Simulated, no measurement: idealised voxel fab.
process module | voxel gate over fins
cross-section cut | 290 nm wide | cells 5 nm
A cross-section is a grid of square cells, given in bands from the top down. A band is one or more rows of cells.
Each band's line starts with the height of the band's top and of its bottom, in nm. Then come its materials from left to right, each with its width in nm. One material with "throughout" fills the band from edge to edge. "air" is empty space.
Height 0 is the level under which the wafer as received is all one material. The lowest band goes on downwards, as in "0 down".
A width such as "30 to 40" changes by the same amount from each row of cells to the next, from the band's top row to its bottom row.
"no change" after a step means that no cell of the cross-section changed.
closed voids: empty space of 8 cells or more with no open way to the top, each as width x height at its distance from the left edge, in nm
after a step's settings: what the simulator itself notes on the step
overlay nm, on a step with a mask: how far to the right of its planned place the mask lay; to the left if negative
plan
1 op RECEIVE | material Si
2 op CONFORMAL_DEP | material SiN | thk nm 10
3 op DIRECTIONAL_DEP | material aC | thk nm 10
4 op PATTERN | tone cover | mask id FINS | material resist | width nm 15 | pitch nm 45 | thk nm 30 | overlay nm 0
5 op DIRECTIONAL_ETCH | etch materials aC | depth nm 10
6 op STRIP | etch materials resist
7 op DIRECTIONAL_ETCH | etch materials SiN | depth nm 10
8 op DIRECTIONAL_ETCH | etch materials Si | depth nm 40
9 op STRIP | etch materials aC
10 op OXIDIZE | depth nm 5
11 op FILL_DEP | material SiO2 | thk nm 5
12 op CMP | height nm 10
13 op SELECTIVE_ETCH | etch materials SiO2 | depth nm 25
14 op STRIP | etch materials SiN
15 op CONFORMAL_DEP | material HfO2 | thk nm 5
16 op CONFORMAL_DEP | material TiN | thk nm 5
17 op CONFORMAL_DEP | material TiAl | thk nm 5
18 op CONFORMAL_DEP | material TiN | thk nm 5
19 op FILL_DEP | material W | thk nm 10
20 op CMP | height nm 25
21 op CONFORMAL_DEP | material SiN | thk nm 5
first wafer, as planned
as received, after step 1
  0 down: Si throughout
  closed voids: none
after step 2
  10 to 0: SiN throughout
  below 0: unchanged
after step 3
  20 to 10: aC throughout
  below 10: unchanged
after step 4
  50 to 20: air 90 | resist 15 | air 30 | resist 15 | air 30 | resist 15 | air 95
  below 20: unchanged
after step 5
  40 to 20: air 90 | resist 15 | air 30 | resist 15 | air 30 | resist 15 | air 95
  20 to 10: air 90 | aC 15 | air 30 | aC 15 | air 30 | aC 15 | air 95
  below 10: unchanged
after step 6
  20 to 10: air 90 | aC 15 | air 30 | aC 15 | air 30 | aC 15 | air 95
  below 10: unchanged
after step 7
  20 to 10: air 90 | aC 15 | air 30 | aC 15 | air 30 | aC 15 | air 95
  10 to 0: air 90 | SiN 15 | air 30 | SiN 15 | air 30 | SiN 15 | air 95
  below 0: unchanged
after step 8
  20 to 10: air 90 | aC 15 | air 30 | aC 15 | air 30 | aC 15 | air 95
  10 to 0: air 90 | SiN 15 | air 30 | SiN 15 | air 30 | SiN 15 | air 95
  0 to -40: air 90 | Si 15 | air 30 | Si 15 | air 30 | Si 15 | air 95
  below -40: unchanged
after step 9
  10 to 0: air 90 | SiN 15 | air 30 | SiN 15 | air 30 | SiN 15 | air 95
  below 0: unchanged
after step 10
  10 to 0: air 90 | SiN 15 | air 30 | SiN 15 | air 30 | SiN 15 | air 95
  0 to -40: air 90 | SiO2 5 | Si 5 | SiO2 5 | air 30 | SiO2 5 | Si 5 | SiO2 5 | air 30 | SiO2 5 | Si 5 | SiO2 5 | air 95
  -40 to -45: SiO2 95 | Si 5 | SiO2 40 | Si 5 | SiO2 40 | Si 5 | SiO2 100
  below -45: unchanged
after step 11
  15 to 10: SiO2 throughout
  10 to 0: SiO2 90 | SiN 15 | SiO2 30 | SiN 15 | SiO2 30 | SiN 15 | SiO2 95
  0 to -45: SiO2 95 | Si 5 | SiO2 40 | Si 5 | SiO2 40 | Si 5 | SiO2 100
  below -45: unchanged
after step 12
  10 to 0: SiO2 90 | SiN 15 | SiO2 30 | SiN 15 | SiO2 30 | SiN 15 | SiO2 95
  below 0: unchanged
after step 13
  10 to 0: air 90 | SiN 15 | air 30 | SiN 15 | air 30 | SiN 15 | air 95
  0 to -15: air 95 | Si 5 | air 40 | Si 5 | air 40 | Si 5 | air 100
  below -15: unchanged
after step 14
  0 to -15: air 95 | Si 5 | air 40 | Si 5 | air 40 | Si 5 | air 100
  below -15: unchanged
after step 15
  5 to 0: air 90 | HfO2 15 | air 30 | HfO2 15 | air 30 | HfO2 15 | air 95
  0 to -10: air 90 | HfO2 5 | Si 5 | HfO2 5 | air 30 | HfO2 5 | Si 5 | HfO2 5 | air 30 | HfO2 5 | Si 5 | HfO2 5 | air 95
  -10 to -15: HfO2 95 | Si 5 | HfO2 40 | Si 5 | HfO2 40 | Si 5 | HfO2 100
  below -15: unchanged
after step 16
  10 to 5: air 85 | TiN 25 | air 20 | TiN 25 | air 20 | TiN 25 | air 90
  5 to 0: air 85 | TiN 5 | HfO2 15 | TiN 5 | air 20 | TiN 5 | HfO2 15 | TiN 5 | air 20 | TiN 5 | HfO2 15 | TiN 5 | air 90
  0 to -5: air 85 | TiN 5 | HfO2 5 | Si 5 | HfO2 5 | TiN 5 | air 20 | TiN 5 | HfO2 5 | Si 5 | HfO2 5 | TiN 5 | air 20 | TiN 5 | HfO2 5 | Si 5 | HfO2 5 | TiN 5 | air 90
  -5 to -10: TiN 90 | HfO2 5 | Si 5 | HfO2 5 | TiN 30 | HfO2 5 | Si 5 | HfO2 5 | TiN 30 | HfO2 5 | Si 5 | HfO2 5 | TiN 95
  below -10: unchanged
after step 17
  15 to 10: air 80 | TiAl 35 | air 10 | TiAl 35 | air 10 | TiAl 35 | air 85
  10 to 5: air 80 | TiAl 5 | TiN 25 | TiAl 5 | air 10 | TiAl 5 | TiN 25 | TiAl 5 | air 10 | TiAl 5 | TiN 25 | TiAl 5 | air 85
  5 to 0: air 80 | TiAl 5 | TiN 5 | HfO2 15 | TiN 5 | TiAl 5 | air 10 | TiAl 5 | TiN 5 | HfO2 15 | TiN 5 | TiAl 5 | air 10 | TiAl 5 | TiN 5 | HfO2 15 | TiN 5 | TiAl 5 | air 85
  0 to -5: TiAl 85 | TiN 5 | HfO2 5 | Si 5 | HfO2 5 | TiN 5 | TiAl 20 | TiN 5 | HfO2 5 | Si 5 | HfO2 5 | TiN 5 | TiAl 20 | TiN 5 | HfO2 5 | Si 5 | HfO2 5 | TiN 5 | TiAl 90
  below -5: unchanged
after step 18
  20 to 15: air 75 | TiN 135 | air 80
  15 to 10: air 75 | TiN 5 | TiAl 35 | TiN 10 | TiAl 35 | TiN 10 | TiAl 35 | TiN 5 | air 80
  10 to 5: air 75 | TiN 5 | TiAl 5 | TiN 25 | TiAl 5 | TiN 10 | TiAl 5 | TiN 25 | TiAl 5 | TiN 10 | TiAl 5 | TiN 25 | TiAl 5 | TiN 5 | air 80
  5 to 0: TiN 80 | TiAl 5 | TiN 5 | HfO2 15 | TiN 5 | TiAl 5 | TiN 10 | TiAl 5 | TiN 5 | HfO2 15 | TiN 5 | TiAl 5 | TiN 10 | TiAl 5 | TiN 5 | HfO2 15 | TiN 5 | TiAl 5 | TiN 85
  below 0: unchanged
after step 19
  30 to 20: W throughout
  20 to 15: W 75 | TiN 135 | W 80
  15 to 10: W 75 | TiN 5 | TiAl 35 | TiN 10 | TiAl 35 | TiN 10 | TiAl 35 | TiN 5 | W 80
  10 to 5: W 75 | TiN 5 | TiAl 5 | TiN 25 | TiAl 5 | TiN 10 | TiAl 5 | TiN 25 | TiAl 5 | TiN 10 | TiAl 5 | TiN 25 | TiAl 5 | TiN 5 | W 80
  below 5: unchanged
after step 20
  25 to 20: W throughout
  below 20: unchanged
after step 21
  30 to 25: SiN throughout
  below 25: unchanged
second wafer: like start, like plan, one mistake. Through step 14 it matches the first wafer
when step 15 should have ended: no change
when step 16 should have ended
  5 to 0: air 90 | TiN 15 | air 30 | TiN 15 | air 30 | TiN 15 | air 95
  0 to -10: air 90 | TiN 5 | Si 5 | TiN 5 | air 30 | TiN 5 | Si 5 | TiN 5 | air 30 | TiN 5 | Si 5 | TiN 5 | air 95
  -10 to -15: TiN 95 | Si 5 | TiN 40 | Si 5 | TiN 40 | Si 5 | TiN 100
  below -15: unchanged
when step 17 should have ended
  10 to 5: air 85 | TiAl 25 | air 20 | TiAl 25 | air 20 | TiAl 25 | air 90
  5 to 0: air 85 | TiAl 5 | TiN 15 | TiAl 5 | air 20 | TiAl 5 | TiN 15 | TiAl 5 | air 20 | TiAl 5 | TiN 15 | TiAl 5 | air 90
  0 to -5: air 85 | TiAl 5 | TiN 5 | Si 5 | TiN 5 | TiAl 5 | air 20 | TiAl 5 | TiN 5 | Si 5 | TiN 5 | TiAl 5 | air 20 | TiAl 5 | TiN 5 | Si 5 | TiN 5 | TiAl 5 | air 90
  -5 to -10: TiAl 90 | TiN 5 | Si 5 | TiN 5 | TiAl 30 | TiN 5 | Si 5 | TiN 5 | TiAl 30 | TiN 5 | Si 5 | TiN 5 | TiAl 95
  below -10: unchanged
when step 18 should have ended
  15 to 10: air 80 | TiN 35 | air 10 | TiN 35 | air 10 | TiN 35 | air 85
  10 to 5: air 80 | TiN 5 | TiAl 25 | TiN 5 | air 10 | TiN 5 | TiAl 25 | TiN 5 | air 10 | TiN 5 | TiAl 25 | TiN 5 | air 85
  5 to 0: air 80 | TiN 5 | TiAl 5 | TiN 15 | TiAl 5 | TiN 5 | air 10 | TiN 5 | TiAl 5 | TiN 15 | TiAl 5 | TiN 5 | air 10 | TiN 5 | TiAl 5 | TiN 15 | TiAl 5 | TiN 5 | air 85
  0 to -5: TiN 85 | TiAl 5 | TiN 5 | Si 5 | TiN 5 | TiAl 5 | TiN 20 | TiAl 5 | TiN 5 | Si 5 | TiN 5 | TiAl 5 | TiN 20 | TiAl 5 | TiN 5 | Si 5 | TiN 5 | TiAl 5 | TiN 90
  below -5: unchanged
when step 19 should have ended
  25 to 15: W throughout
  15 to 10: W 80 | TiN 35 | W 10 | TiN 35 | W 10 | TiN 35 | W 85
  10 to 5: W 80 | TiN 5 | TiAl 25 | TiN 5 | W 10 | TiN 5 | TiAl 25 | TiN 5 | W 10 | TiN 5 | TiAl 25 | TiN 5 | W 85
  5 to 0: W 80 | TiN 5 | TiAl 5 | TiN 15 | TiAl 5 | TiN 5 | W 10 | TiN 5 | TiAl 5 | TiN 15 | TiAl 5 | TiN 5 | W 10 | TiN 5 | TiAl 5 | TiN 15 | TiAl 5 | TiN 5 | W 85
  below 0: unchanged
when step 20 should have ended: no change
when step 21 should have ended
  30 to 25: SiN throughout
  below 25: unchanged
what went wrong: step 15 was left out
at the end the second wafer has, in cells: 76 fewer of HfO2 | 76 more of W
